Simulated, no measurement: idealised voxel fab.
process module | voxel transistor to metal
cross-section cut | 285 nm wide | cells 5 nm
A cross-section is a grid of square cells, given in bands from the top down. A band is one or more rows of cells.
Each band's line starts with the height of the band's top and of its bottom, in nm. Then come its materials from left to right, each with its width in nm. One material with "throughout" fills the band from edge to edge. "air" is empty space.
Height 0 is the level under which the wafer as received is all one material. The lowest band goes on downwards, as in "0 down".
A width such as "30 to 40" changes by the same amount from each row of cells to the next, from the band's top row to its bottom row.
"no change" after a step means that no cell of the cross-section changed.
closed voids: empty space of 8 cells or more with no open way to the top, each as width x height at its distance from the left edge, in nm
after a step's settings: what the simulator itself notes on the step
overlay nm, on a step with a mask: how far to the right of its planned place the mask lay; to the left if negative
plan
1 op RECEIVE | material Si
2 op OXIDIZE | depth nm 5
3 op CONFORMAL_DEP | material SiN | thk nm 10
4 op MASKED_ETCH | tone cover | mask id ACTIVE | width nm 110 | pitch nm 140 | etch materials SiN | depth nm 10 | overlay nm 0
5 op MASKED_ETCH | tone cover | mask id ACTIVE | width nm 110 | pitch nm 140 | etch materials SiO2 | depth nm 5 | overlay nm 0
6 op MASKED_ETCH | tone cover | mask id ACTIVE | width nm 110 | pitch nm 140 | etch materials Si | depth nm 35 | overlay nm 0
7 op OXIDIZE | depth nm 5
8 op FILL_DEP | material SiO2 | thk nm 5
9 op CMP | height nm 10
10 op SELECTIVE_ETCH | etch materials SiO2 | depth nm 10
11 op STRIP | etch materials SiN
12 op SELECTIVE_ETCH | etch materials SiO2 | depth nm 5
13 op OXIDIZE | depth nm 5
14 op DIRECTIONAL_DEP | material polySi | thk nm 30
15 op DIRECTIONAL_DEP | material SiCN | thk nm 15
16 op DIRECTIONAL_DEP | material aC | thk nm 15
17 op PATTERN | tone cover | mask id GATE | material resist | width nm 20 | pitch nm 140 | thk nm 30 | overlay nm 0
18 op DIRECTIONAL_ETCH | etch materials aC | depth nm 15
19 op STRIP | etch materials resist
20 op DIRECTIONAL_ETCH | etch materials SiCN | depth nm 25
21 op DIRECTIONAL_ETCH | etch materials polySi | depth nm 40
22 op STRIP | etch materials aC
23 op CONFORMAL_DEP | material SiO2 | thk nm 5
24 op DIRECTIONAL_ETCH | etch materials SiO2 | depth nm 5
25 op CONFORMAL_DEP | material SiN | thk nm 5
26 op DIRECTIONAL_ETCH | etch materials SiN | depth nm 5
27 op DIRECTIONAL_ETCH | etch materials SiO2 | depth nm 5
28 op EPI | material pSi | thk nm 5
29 op FILL_DEP | material SiO2 | thk nm 10
30 op CMP | height nm 40
31 op DIRECTIONAL_DEP | material SiO2 | thk nm 15
32 op PATTERN | tone open | mask id CONTACT | material resist | width nm 20 | pitch nm 70 | thk nm 20 | overlay nm 0
33 op DIRECTIONAL_ETCH | etch materials SiO2 | depth nm 60
34 op STRIP | etch materials resist
35 op CONFORMAL_DEP | material TiN | thk nm 5
36 op FILL_DEP | material W | thk nm 5
37 op CMP | height nm 55
38 op CONFORMAL_DEP | material SiCN | thk nm 5
39 op DIRECTIONAL_DEP | material SiO2 | thk nm 20
40 op PATTERN | tone open | mask id METAL_1 | material resist | width nm 20 | pitch nm 70 | thk nm 15 | overlay nm 0
41 op DIRECTIONAL_ETCH | etch materials SiO2 | depth nm 20
42 op DIRECTIONAL_ETCH | etch materials SiCN | depth nm 5
43 op STRIP | etch materials resist
44 op CONFORMAL_DEP | material TiN | thk nm 5
45 op FILL_DEP | material Cu | thk nm 10
46 op CMP | height nm 80
47 op CONFORMAL_DEP | material SiN | thk nm 5
as received, after step 1
  0 down: Si throughout
  closed voids: none
first wafer at the end, as planned
  85 to 80: SiN throughout
  80 to 60: SiO2 25 | TiN 5 | Cu 10 | TiN 5 | SiO2 50 | TiN 5 | Cu 10 | TiN 5 | SiO2 50 | TiN 5 | Cu 10 | TiN 5 | SiO2 50 | TiN 5 | Cu 10 | TiN 5 | SiO2 30
  60 to 55: SiCN 25 | TiN 20 | SiCN 50 | TiN 20 | SiCN 50 | TiN 20 | SiCN 50 | TiN 20 | SiCN 30
  55 to 40: SiO2 25 | TiN 5 | W 10 | TiN 5 | SiO2 50 | TiN 5 | W 10 | TiN 5 | SiO2 50 | TiN 5 | W 10 | TiN 5 | SiO2 50 | TiN 5 | W 10 | TiN 5 | SiO2 30
  40 to 25: SiO2 25 | TiN 5 | W 10 | TiN 5 | SiO2 5 | SiN 5 | SiO2 5 | SiCN 20 | SiO2 5 | SiN 5 | SiO2 5 | TiN 5 | W 10 | TiN 5 | SiO2 50 | TiN 5 | W 10 | TiN 5 | SiO2 5 | SiN 5 | SiO2 5 | SiCN 20 | SiO2 5 | SiN 5 | SiO2 5 | TiN 5 | W 10 | TiN 5 | SiO2 30
  25 to 0: SiO2 25 | TiN 5 | W 10 | TiN 5 | SiO2 5 | SiN 5 | SiO2 5 | polySi 20 | SiO2 5 | SiN 5 | SiO2 5 | TiN 5 | W 10 | TiN 5 | SiO2 50 | TiN 5 | W 10 | TiN 5 | SiO2 5 | SiN 5 | SiO2 5 | polySi 20 | SiO2 5 | SiN 5 | SiO2 5 | TiN 5 | W 10 | TiN 5 | SiO2 30
  0 to -5: SiO2 25 | TiN 20 | SiO2 5 | SiN 5 | SiO2 5 | polySi 20 | SiO2 5 | SiN 5 | SiO2 5 | TiN 20 | SiO2 50 | TiN 20 | SiO2 5 | SiN 5 | SiO2 5 | polySi 20 | SiO2 5 | SiN 5 | SiO2 5 | TiN 20 | SiO2 30
  -5 to -10: SiO2 15 | pSi 35 | SiO2 40 | pSi 35 | SiO2 30 | pSi 35 | SiO2 40 | pSi 35 | SiO2 20
  -10 to -45: SiO2 20 | Si 100 | SiO2 40 | Si 100 | SiO2 25
  -45 down: Si throughout
  closed voids: none
second wafer at the end: like start, like plan, one mistake
  85 to 80: SiN throughout
  80 to 60: SiO2 25 | TiN 5 | Cu 10 | TiN 5 | SiO2 50 | TiN 5 | Cu 10 | TiN 5 | SiO2 50 | TiN 5 | Cu 10 | TiN 5 | SiO2 50 | TiN 5 | Cu 10 | TiN 5 | SiO2 30
  60 to 55: SiCN 25 | TiN 20 | SiCN 50 | TiN 20 | SiCN 50 | TiN 20 | SiCN 50 | TiN 20 | SiCN 30
  55 to 40: SiO2 25 | TiN 5 | W 10 | TiN 5 | SiO2 50 | TiN 5 | W 10 | TiN 5 | SiO2 50 | TiN 5 | W 10 | TiN 5 | SiO2 50 | TiN 5 | W 10 | TiN 5 | SiO2 30
  40 to 35: SiO2 25 | TiN 5 | W 10 | TiN 5 | SiO2 5 | SiN 5 | SiO2 5 | SiCN 20 | SiO2 5 | SiN 5 | SiO2 5 | TiN 5 | W 10 | TiN 5 | SiO2 50 | TiN 5 | W 10 | TiN 5 | SiO2 5 | SiN 5 | SiO2 5 | SiCN 20 | SiO2 5 | SiN 5 | SiO2 5 | TiN 5 | W 10 | TiN 5 | SiO2 30
  35 to 30: SiO2 25 | TiN 20 | SiO2 5 | SiN 5 | SiO2 5 | SiCN 20 | SiO2 5 | SiN 5 | SiO2 5 | TiN 20 | SiO2 50 | TiN 20 | SiO2 5 | SiN 5 | SiO2 5 | SiCN 20 | SiO2 5 | SiN 5 | SiO2 5 | TiN 20 | SiO2 30
  30 to 25: SiCN throughout
  25 to -5: polySi throughout
  -5 to -10: SiO2 throughout
  -10 to -45: SiO2 20 | Si 100 | SiO2 40 | Si 100 | SiO2 25
  -45 down: Si throughout
  closed voids: none
what went wrong: step 15 was run twice
at the end the second wafer has, in cells: 49 more of SiCN | 28 fewer of SiN | 175 fewer of SiO2 | 56 fewer of TiN | 56 fewer of W | 28 fewer of pSi | 294 more of polySi
